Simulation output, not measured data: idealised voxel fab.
Process module heading - voxel transistor to metal
The cross-section shown here is cut; it is 295 nm wide and divided into square cells measuring 5 nm on a side.
A cross-section is written here as square cells arranged in a grid, and it is given in bands from the top down, each band taking up one or more rows of cells. For a band, the entry starts with two heights in nm, that of the top and then that of the bottom, and carries on with the band's materials in order from left to right, each alongside its width in nm; the word "edge to edge" beside a single material means it fills the band edge to edge, and "air" means empty space. Height 0 is the level under which the wafer as received is all one material. The lowest band goes on downwards, as in "0 down". A two-number width, for instance "30->40", indicates that the width is equal to the first number in the top row of the band and to the second number in the bottom row, and that it changes by a constant amount per row of cells. It should be understood that the words "no alteration", when stated for a given step, signify that the cross-section underwent no change in any of its cells during that step. "Listed closed voids" - sealed voids, min. 8 cells, no opening to top; format: width x height at distance (distance from left edge; nm throughout). It should be noted that, on the line of a given step, the content following the step's settings is a remark produced by the simulator itself with respect to that step. overlay nm: where the mask lay relative to plan, measured to the right, on steps with a mask; negatives go left.
**Listed below are the process steps as planned**
1. RECEIVE with material Si
2. OXIDIZE with depth nm 5
3. CONFORMAL_DEP with material SiN, thk nm 10
4. PATTERN with tone cover, mask id ACTIVE, material resist, width nm 110, pitch nm 130, thk nm 15, overlay nm 0
5. DIRECTIONAL_ETCH with etch materials SiN, depth nm 10
6. DIRECTIONAL_ETCH with etch materials SiO2, depth nm 5
7. DIRECTIONAL_ETCH with etch materials Si, depth nm 35
8. STRIP with etch materials resist
9. FILL_DEP with material SiO2, thk nm 5
10. CMP with height nm 10
11. SELECTIVE_ETCH with etch materials SiO2, depth nm 10
12. STRIP with etch materials SiN
13. SELECTIVE_ETCH with etch materials SiO2, depth nm 5
14. OXIDIZE with depth nm 5
15. DIRECTIONAL_DEP with material polySi, thk nm 25
16. DIRECTIONAL_DEP with material SiCN, thk nm 10
17. MASKED_ETCH with tone cover, mask id GATE, width nm 30, pitch nm 130, etch materials SiCN, depth nm 20, overlay nm 0
18. MASKED_ETCH with tone cover, mask id GATE, width nm 30, pitch nm 130, etch materials polySi, depth nm 35, overlay nm 0
19. CONFORMAL_DEP with material SiN, thk nm 5
20. DIRECTIONAL_ETCH with etch materials SiN, depth nm 5
21. DIRECTIONAL_ETCH with etch materials SiO2, depth nm 5
22. DIRECTIONAL_ETCH with etch materials Si, depth nm 15
23. EPI with material nSi, thk nm 15
24. FILL_DEP with material SiO2, thk nm 10
25. CMP with height nm 20
26. STRIP with etch materials polySi
27. SELECTIVE_ETCH with etch materials SiO2, depth nm 5
28. CONFORMAL_DEP with material HfO2, thk nm 5
29. CONFORMAL_DEP with material TiN, thk nm 5
30. FILL_DEP with material W, thk nm 5
31. CMP with height nm 15
32. DIRECTIONAL_DEP with material SiO2, thk nm 15
33. PATTERN with tone open, mask id CONTACT, material resist, width nm 15, thk nm 20, overlay nm 0
34. DIRECTIONAL_ETCH with etch materials SiO2, depth nm 40
35. STRIP with etch materials resist
36. CONFORMAL_DEP with material TiN, thk nm 5
37. FILL_DEP with material Ru, thk nm 10
38. CMP with height nm 30
39. DIRECTIONAL_DEP with material TiN, thk nm 5
40. DIRECTIONAL_DEP with material W, thk nm 15
41. PATTERN with tone cover, mask id METAL_1, material resist, width nm 15, thk nm 20, overlay nm 0
42. DIRECTIONAL_ETCH with etch materials W, depth nm 15
43. DIRECTIONAL_ETCH with etch materials TiN, depth nm 5
44. STRIP with etch materials resist
45. CONFORMAL_DEP with material SiCN, thk nm 5
46. FILL_DEP with material lowk, thk nm 10
47. CMP with height nm 50
48. CONFORMAL_DEP with material SiCN, thk nm 5
**This is the cross-section of the wafer as we received it, i.e. after step 1**
> 0 down: Si edge to edge
> Listed closed voids: none
**Final cross-section, module run with one mistake (start and plan as above)**
> 55 to 50: SiCN edge to edge
> 50 to 35: lowk 30 nm  SiCN 5 nm  W 15 nm  SiCN 5 nm  lowk 50 nm  SiCN 5 nm  W 15 nm  SiCN 5 nm  lowk 30 nm  SiCN 5 nm  W 15 nm  SiCN 5 nm  lowk 50 nm  SiCN 5 nm  W 15 nm  SiCN 5 nm  lowk 35 nm
> 35 to 30: SiCN 35 nm  TiN 15 nm  SiCN 60 nm  TiN 15 nm  SiCN 40 nm  TiN 15 nm  SiCN 60 nm  TiN 15 nm  SiCN 40 nm
> 30 to 15: SiO2 35 nm  TiN 5 nm  Ru 5 nm  TiN 5 nm  SiO2 60 nm  TiN 5 nm  Ru 5 nm  TiN 5 nm  SiO2 40 nm  TiN 5 nm  Ru 5 nm  TiN 5 nm  SiO2 60 nm  TiN 5 nm  Ru 5 nm  TiN 5 nm  SiO2 40 nm
> 15 to 10: SiO2 35 nm  TiN 5 nm  Ru 5 nm  TiN 5 nm  SiO2 10 nm  SiN 5 nm  HfO2 5 nm  TiN 5 nm  W 10 nm  TiN 5 nm  HfO2 5 nm  SiN 5 nm  SiO2 10 nm  TiN 5 nm  Ru 5 nm  TiN 5 nm  SiO2 40 nm  TiN 5 nm  Ru 5 nm  TiN 5 nm  SiO2 10 nm  SiN 5 nm  HfO2 5 nm  TiN 5 nm  W 10 nm  TiN 5 nm  HfO2 5 nm  SiN 5 nm  SiO2 10 nm  TiN 5 nm  Ru 5 nm  TiN 5 nm  SiO2 40 nm
> 10 to 5: SiO2 35 nm  TiN 15 nm  SiO2 10 nm  SiN 5 nm  HfO2 5 nm  TiN 5 nm  W 10 nm  TiN 5 nm  HfO2 5 nm  SiN 5 nm  SiO2 10 nm  TiN 15 nm  SiO2 40 nm  TiN 15 nm  SiO2 10 nm  SiN 5 nm  HfO2 5 nm  TiN 5 nm  W 10 nm  TiN 5 nm  HfO2 5 nm  SiN 5 nm  SiO2 10 nm  TiN 15 nm  SiO2 40 nm
> 5 to 0: SiO2 35 nm  TiN 10 nm  nSi 15 nm  SiN 5 nm  HfO2 5 nm  TiN 5 nm  W 10 nm  TiN 5 nm  HfO2 5 nm  SiN 5 nm  nSi 15 nm  TiN 10 nm  SiO2 40 nm  TiN 10 nm  nSi 15 nm  SiN 5 nm  HfO2 5 nm  TiN 5 nm  W 10 nm  TiN 5 nm  HfO2 5 nm  SiN 5 nm  nSi 15 nm  TiN 10 nm  SiO2 40 nm
> 0 to -5: SiO2 35 nm  TiN 10 nm  nSi 15 nm  SiN 5 nm  HfO2 5 nm  TiN 20 nm  HfO2 5 nm  SiN 5 nm  nSi 15 nm  TiN 10 nm  SiO2 40 nm  TiN 10 nm  nSi 15 nm  SiN 5 nm  HfO2 5 nm  TiN 20 nm  HfO2 5 nm  SiN 5 nm  nSi 15 nm  TiN 10 nm  SiO2 40 nm
> -5 to -10: SiO2 35 nm  TiN 10 nm  nSi 15 nm  HfO2 40 nm  nSi 15 nm  TiN 10 nm  SiO2 40 nm  TiN 10 nm  nSi 15 nm  HfO2 40 nm  nSi 15 nm  TiN 10 nm  SiO2 40 nm
> -10 to -25: SiO2 25 nm  nSi 35 nm  Si 40 nm  nSi 40 nm  SiO2 15 nm  nSi 35 nm  Si 40 nm  nSi 40 nm  SiO2 25 nm
> -25 to -40: SiO2 25 nm  Si 115 nm  SiO2 15 nm  Si 115 nm  SiO2 25 nm
> -40 down: Si edge to edge
> Listed closed voids: none
what went wrong: step 4, actual vs plan mismatch, actual run PATTERN with tone cover, mask id ACTIVE, material resist, width nm 115, pitch nm 130, thk nm 15, overlay nm 0
